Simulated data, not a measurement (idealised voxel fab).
process module | voxel gate over fins
cross-section cut | 145 nm wide | cells 5 nm
A cross-section is a grid of square cells, given in bands from the top down. A band is one or more rows of cells.
Each band's line starts with the height of the band's top and of its bottom, in nm. Then come its materials from left to right, each with its width in nm. One material with "throughout" fills the band from edge to edge. "air" is empty space.
Height 0 is the level under which the wafer as received is all one material. The lowest band goes on downwards, as in "0 down".
A width such as "30 to 40" changes by the same amount from each row of cells to the next, from the band's top row to its bottom row.
"no change" after a step means that no cell of the cross-section changed.
closed voids: empty space of 8 cells or more with no open way to the top, each as width x height at its distance from the left edge, in nm
after a step's settings: what the simulator itself notes on the step
overlay nm, on a step with a mask: how far to the right of its planned place the mask lay; to the left if negative
plan
1 op RECEIVE | material Si
2 op CONFORMAL_DEP | material SiN | thk nm 5
3 op PATTERN | tone cover | mask id FINS | material resist | width nm 15 | pitch nm 50 | thk nm 15 | overlay nm 0
4 op DIRECTIONAL_ETCH | etch materials SiN | depth nm 5
5 op DIRECTIONAL_ETCH | etch materials Si | depth nm 40
6 op STRIP | etch materials resist
7 op FILL_DEP | material SiO2 | thk nm 15
8 op CMP | height nm 5
9 op PATTERN | tone open | mask id RAIL | material resist | width nm 15 | thk nm 15 | overlay nm 0
10 op DIRECTIONAL_ETCH | etch materials SiO2 | depth nm 40
11 op STRIP | etch materials resist
12 op CONFORMAL_DEP | material TiN | thk nm 5
13 op FILL_DEP | material Ru | thk nm 5
14 op CMP | height nm 5
15 op SELECTIVE_ETCH | etch materials W Ru TiN | depth nm 20
16 op FILL_DEP | material SiO2 | thk nm 5
17 op CMP | height nm 5
18 op SELECTIVE_ETCH | etch materials SiO2 | depth nm 15
19 op STRIP | etch materials SiN
20 op CONFORMAL_DEP | material HfO2 | thk nm 5
21 op CONFORMAL_DEP | material TiN | thk nm 5
22 op CONFORMAL_DEP | material TiAl | thk nm 5
23 op CONFORMAL_DEP | material TiN | thk nm 5
24 op FILL_DEP | material W | thk nm 15
25 op CMP | height nm 30
26 op CONFORMAL_DEP | material SiN | thk nm 10
varied across the wafers: thk nm of step 23. The plan shows the first wafer's value. All wafers start alike
first wafer as received, after step 1
  0 down: Si throughout
  closed voids: none
first wafer at the end, after step 26
  40 to 30: SiN throughout
  30 to 20: W throughout
  20 to 15: TiN throughout
  15 to 10: TiAl 45 | TiN 5 | TiAl 45 | TiN 5 | TiAl 45
  10 to 5: TiAl 5 | TiN 35 | TiAl 5 | TiN 5 | TiAl 5 | TiN 35 | TiAl 5 | TiN 5 | TiAl 5 | TiN 35 | TiAl 5
  5 to 0: TiAl 5 | TiN 5 | HfO2 25 | TiN 5 | TiAl 15 | TiN 5 | HfO2 25 | TiN 5 | TiAl 15 | TiN 5 | HfO2 25 | TiN 5 | TiAl 5
  0 to -5: TiN 10 | HfO2 5 | Si 15 | HfO2 5 | TiN 25 | HfO2 5 | Si 15 | HfO2 5 | TiN 25 | HfO2 5 | Si 15 | HfO2 5 | TiN 10
  -5 to -10: HfO2 15 | Si 15 | HfO2 35 | Si 15 | HfO2 35 | Si 15 | HfO2 15
  -10 to -15: SiO2 15 | Si 15 | SiO2 35 | Si 15 | SiO2 35 | Si 15 | SiO2 15
  -15 to -30: SiO2 15 | Si 15 | SiO2 10 | TiN 5 | Ru 5 | TiN 5 | SiO2 10 | Si 15 | SiO2 35 | Si 15 | SiO2 15
  -30 to -35: SiO2 15 | Si 15 | SiO2 10 | TiN 15 | SiO2 10 | Si 15 | SiO2 35 | Si 15 | SiO2 15
  -35 to -40: SiO2 15 | Si 15 | SiO2 35 | Si 15 | SiO2 35 | Si 15 | SiO2 15
  -40 down: Si throughout
  closed voids: none
last wafer at the end
  40 to 30: SiN throughout
  30 to 15: TiN throughout
  15 to 10: TiAl 45 | TiN 5 | TiAl 45 | TiN 5 | TiAl 45
  10 to 5: TiAl 5 | TiN 35 | TiAl 5 | TiN 5 | TiAl 5 | TiN 35 | TiAl 5 | TiN 5 | TiAl 5 | TiN 35 | TiAl 5
  5 to 0: TiAl 5 | TiN 5 | HfO2 25 | TiN 5 | TiAl 15 | TiN 5 | HfO2 25 | TiN 5 | TiAl 15 | TiN 5 | HfO2 25 | TiN 5 | TiAl 5
  0 to -5: TiN 10 | HfO2 5 | Si 15 | HfO2 5 | TiN 25 | HfO2 5 | Si 15 | HfO2 5 | TiN 25 | HfO2 5 | Si 15 | HfO2 5 | TiN 10
  -5 to -10: HfO2 15 | Si 15 | HfO2 35 | Si 15 | HfO2 35 | Si 15 | HfO2 15
  -10 to -15: SiO2 15 | Si 15 | SiO2 35 | Si 15 | SiO2 35 | Si 15 | SiO2 15
  -15 to -30: SiO2 15 | Si 15 | SiO2 10 | TiN 5 | Ru 5 | TiN 5 | SiO2 10 | Si 15 | SiO2 35 | Si 15 | SiO2 15
  -30 to -35: SiO2 15 | Si 15 | SiO2 10 | TiN 15 | SiO2 10 | Si 15 | SiO2 35 | Si 15 | SiO2 15
  -35 to -40: SiO2 15 | Si 15 | SiO2 35 | Si 15 | SiO2 35 | Si 15 | SiO2 15
  -40 down: Si throughout
  closed voids: none
each wafer at the end: cells of each material gained (+) or lost (-) since it was received, then its closed voids
thk nm 5 | +41 HfO2 | +3 Ru | -160 Si | +58 SiN | +108 SiO2 | +41 TiAl | +83 TiN | +58 W | closed voids: none
thk nm 10 | +41 HfO2 | +3 Ru | -160 Si | +58 SiN | +108 SiO2 | +41 TiAl | +112 TiN | +29 W | closed voids: none
thk nm 15 | +41 HfO2 | +3 Ru | -160 Si | +58 SiN | +108 SiO2 | +41 TiAl | +141 TiN | closed voids: none
thk nm 20 | +41 HfO2 | +3 Ru | -160 Si | +58 SiN | +108 SiO2 | +41 TiAl | +141 TiN | closed voids: none
